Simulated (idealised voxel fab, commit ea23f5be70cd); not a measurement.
Process module name: voxel trench capacitor
Pictured: cross-section cut, 265 nm wide, on a grid of 5 nm square cells.
Throughout this document, each cross-section is represented as a grid of square cells and is presented as a sequence of bands enumerated from the top downward, where a band comprises one or more rows of cells.
Read a band's entry like this: the first values are the height of its top and the height of its bottom in nm, and what follows is the sequence of materials from left to right, each with its width in nm. Note that "empty" is empty space, and that a single material marked "throughout" reaches across the band from edge to edge.
Where do heights start? At 0: under that level the wafer as delivered is made of one material only. And the lowest band has no floor; it just carries on downward, as in "0 nm and below".
The expression "30..40" gives the width at the extremes of the band, the first number at its top row of cells and the second at its bottom row, with the width changing by equal amounts from each row to the next in between.
"remained the same" after a step means that no cell of the cross-section changed.
Voids not open to the top, 8 cells minimum: see "Unvented internal voids". Written width x height at distance; distance is from the left edge; nm.
Text after the settings on a step's line: the simulator's own remark on that step.
You can add "overlay nm" to a step's line. For a step with a mask, it describes how far the mask lay to the right of its planned position, and a negative number describes a lay to the left.

Process steps (planned)
1. RECEIVE [material Si]
2. CONFORMAL_DEP [material SiN] [thk nm 10]
3. DIRECTIONAL_DEP [material aC] [thk nm 15]
4. PATTERN [tone open] [mask id TRENCH] [material resist] [width nm 15] [pitch nm 45] [thk nm 35] [overlay nm 0]
5. DIRECTIONAL_ETCH [etch materials aC] [depth nm 15]
6. STRIP [etch materials resist]
7. DIRECTIONAL_ETCH [etch materials SiN] [depth nm 10]
8. DIRECTIONAL_ETCH [etch materials Si] [depth nm 40]
9. STRIP [etch materials aC]
10. CONFORMAL_DEP [material Al2O3] [thk nm 5]
11. FILL_DEP [material polySi] [thk nm 5]
12. CMP [height nm 10]
The value of width nm given for step 4 in the plan refers to the first wafer; the wafers vary in this setting and are alike at the start.

Cross-section of the first of several wafers on receipt, reflecting completion of step 1
> 0 nm and below  Si throughout
> Unvented internal voids: none

Last step of the module is step 12; after it, the first of several wafers in cross-section
> 10 nm to 0 nm  80 of SiN, 5 of Al2O3, 5 of polySi, 5 of Al2O3, 30 of SiN, 5 of Al2O3, 5 of polySi, 5 of Al2O3, 30 of SiN, 5 of Al2O3, 5 of polySi, 5 of Al2O3, 80 of SiN
> 0 nm to -35 nm  80 of Si, 5 of Al2O3, 5 of polySi, 5 of Al2O3, 30 of Si, 5 of Al2O3, 5 of polySi, 5 of Al2O3, 30 of Si, 5 of Al2O3, 5 of polySi, 5 of Al2O3, 80 of Si
> -35 nm to -40 nm  80 of Si, 15 of Al2O3, 30 of Si, 15 of Al2O3, 30 of Si, 15 of Al2O3, 80 of Si
> -40 nm and below  Si throughout
> Unvented internal voids: none

Cross-section, last wafer, module completion
> 10 nm to 0 nm  70 of SiN, 5 of Al2O3, 20 of polySi, 5 of Al2O3, 15 of SiN, 5 of Al2O3, 20 of polySi, 5 of Al2O3, 15 of SiN, 5 of Al2O3, 20 of polySi, 5 of Al2O3, 75 of SiN
> 0 nm to -35 nm  70 of Si, 5 of Al2O3, 20 of polySi, 5 of Al2O3, 15 of Si, 5 of Al2O3, 20 of polySi, 5 of Al2O3, 15 of Si, 5 of Al2O3, 20 of polySi, 5 of Al2O3, 75 of Si
> -35 nm to -40 nm  70 of Si, 30 of Al2O3, 15 of Si, 30 of Al2O3, 15 of Si, 30 of Al2O3, 75 of Si
> -40 nm and below  Si throughout
> Unvented internal voids: none

Basically each wafer gets a line in the table, showing it at the end of the module: material by material, the cells it gained (+) or lost (-) since we got it, then its closed voids
width nm 15, +63 Al2O3, -72 Si, +88 SiN, +27 polySi, Unvented internal voids: none
width nm 20, +66 Al2O3, -96 Si, +82 SiN, +54 polySi, Unvented internal voids: none
width nm 25, +69 Al2O3, -120 Si, +76 SiN, +81 polySi, Unvented internal voids: none
width nm 30, +72 Al2O3, -144 Si, +70 SiN, +108 polySi, Unvented internal voids: none
